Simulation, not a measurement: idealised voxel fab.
Process module heading - voxel wiring stack
The width of the displayed cross-section, cut, is 235 nm; its cells are square, with a size of 5 nm.
Think of the cross-section as a grid of square cells. We describe it in bands, top to bottom, and each band covers one or more rows of those cells.
For a band, the entry starts with two heights in nm, that of the top and then that of the bottom, and carries on with the band's materials in order from left to right, each alongside its width in nm; the word "full width" beside a single material means it fills the band edge to edge, and "blank" means empty space.
We count height from 0. Below that, the starting wafer is all one material. The lowest band never ends at the bottom but goes on down; see "0 -> down" for how that is written.
Quick explanation for "30->40": the width changes in equal steps down the rows of cells, from the first number in the band's top row to the second number in its bottom row.
Basically "left unchanged" means that step didn't change any cell in the cross-section.
The entry "Entrapped void list" lists the empty spaces that cover at least 8 cells and have no open path to the top. Each is written as width x height at distance, where the distance is measured from the left edge and all three values are in nm.
The remark found on a step's line after its settings is issued by the simulator itself and pertains to that step.
"overlay nm", when on a step's line for a step with a mask, measures how far to the right of its planned place the mask lay; a negative measure means to the left.
Set out below are the planned steps of the process:
1) RECEIVE: material Si
2) CONFORMAL_DEP: material SiO2, thk nm 10
3) DIRECTIONAL_DEP: material TiN, thk nm 5
4) DIRECTIONAL_DEP: material W, thk nm 20
5) PATTERN: tone cover, mask id METAL_1, material resist, width nm 30, pitch nm 45, thk nm 20, overlay nm 0
6) DIRECTIONAL_ETCH: etch materials W, depth nm 20
7) DIRECTIONAL_ETCH: etch materials TiN, depth nm 5
8) STRIP: etch materials resist
9) FILL_DEP: material lowk, thk nm 5
10) CMP: height nm 35
11) CONFORMAL_DEP: material SiCN, thk nm 5
12) DIRECTIONAL_DEP: material SiO2, thk nm 20
13) DIRECTIONAL_DEP: material aC, thk nm 15
14) PATTERN: tone open, mask id PLUG_1, material resist, width nm 15, pitch nm 45, thk nm 35, overlay nm 0
15) DIRECTIONAL_ETCH: etch materials aC, depth nm 5
16) STRIP: etch materials resist
17) DIRECTIONAL_ETCH: etch materials SiO2, depth nm 20
18) DIRECTIONAL_ETCH: etch materials SiCN, depth nm 5
19) STRIP: etch materials aC
20) CONFORMAL_DEP: material TiN, thk nm 5
21) FILL_DEP: material W, thk nm 10
22) CMP: height nm 60
23) CONFORMAL_DEP: material SiCN, thk nm 5
24) DIRECTIONAL_DEP: material lowk, thk nm 20
25) PATTERN: tone open, mask id METAL_2, material resist, width nm 30, pitch nm 45, thk nm 15, overlay nm 0
26) DIRECTIONAL_ETCH: etch materials lowk, depth nm 20
27) DIRECTIONAL_ETCH: etch materials SiCN, depth nm 5
28) STRIP: etch materials resist
29) CONFORMAL_DEP: material TiN, thk nm 5
30) FILL_DEP: material Cu, thk nm 5
31) CMP: height nm 85
32) CONFORMAL_DEP: material SiCN, thk nm 5
33) DIRECTIONAL_DEP: material SiO2, thk nm 30
34) PATTERN: tone open, mask id METAL_3, material resist, width nm 30, pitch nm 45, thk nm 15, overlay nm 0
35) DIRECTIONAL_ETCH: etch materials SiO2, depth nm 20
36) STRIP: etch materials resist
37) PATTERN: tone open, mask id METAL_3_HOLES, material resist, width nm 15, pitch nm 90, thk nm 20, overlay nm 0
38) DIRECTIONAL_ETCH: etch materials SiO2, depth nm 10
39) DIRECTIONAL_ETCH: etch materials SiCN, depth nm 5
40) STRIP: etch materials resist
41) CONFORMAL_DEP: material TiN, thk nm 5
42) FILL_DEP: material Cu, thk nm 5
43) CMP: height nm 120
44) CONFORMAL_DEP: material SiCN, thk nm 5
45) DIRECTIONAL_DEP: material lowk, thk nm 30
46) PATTERN: tone open, mask id METAL_4, material resist, width nm 30, pitch nm 45, thk nm 20, overlay nm 0
47) DIRECTIONAL_ETCH: etch materials lowk, depth nm 15
48) STRIP: etch materials resist
49) MASKED_ETCH: tone open, mask id METAL_4_HOLES, width nm 15, pitch nm 45, etch materials lowk, depth nm 15, overlay nm 0
50) MASKED_ETCH: tone open, mask id METAL_4_HOLES, width nm 15, pitch nm 45, etch materials SiCN, depth nm 5, overlay nm 0
51) CONFORMAL_DEP: material TiN, thk nm 5
52) FILL_DEP: material Cu, thk nm 10
53) CMP: height nm 155
54) CONFORMAL_DEP: material SiN, thk nm 5
The value of depth nm given for step 15 in the plan refers to the first wafer; the wafers vary in this setting and are alike at the start.
Cross-section: the first of several wafers in its as-received state, i.e. following step 1:
    0 -> down = Si full width
    Entrapped void list: none
Per wafer (row), end of module: delta in cells per material since receipt, (+) for gained, (-) for lost; closed voids after that:
depth nm 5 | +126 Cu | +155 SiCN | +47 SiN | +480 SiO2 | +162 TiN | +72 W | +462 lowk | Entrapped void list: none
depth nm 10 | +126 Cu | +155 SiCN | +47 SiN | +480 SiO2 | +162 TiN | +72 W | +462 lowk | Entrapped void list: none
depth nm 15 | +126 Cu | +146 SiCN | +47 SiN | +444 SiO2 | +195 TiN | +84 W | +462 lowk | Entrapped void list: none
depth nm 20 | +126 Cu | +146 SiCN | +47 SiN | +444 SiO2 | +195 TiN | +84 W | +462 lowk | Entrapped void list: none
depth nm 25 | +126 Cu | +146 SiCN | +47 SiN | +444 SiO2 | +195 TiN | +84 W | +462 lowk | Entrapped void list: none
depth nm 30 | +126 Cu | +146 SiCN | +47 SiN | +444 SiO2 | +195 TiN | +84 W | +462 lowk | Entrapped void list: none
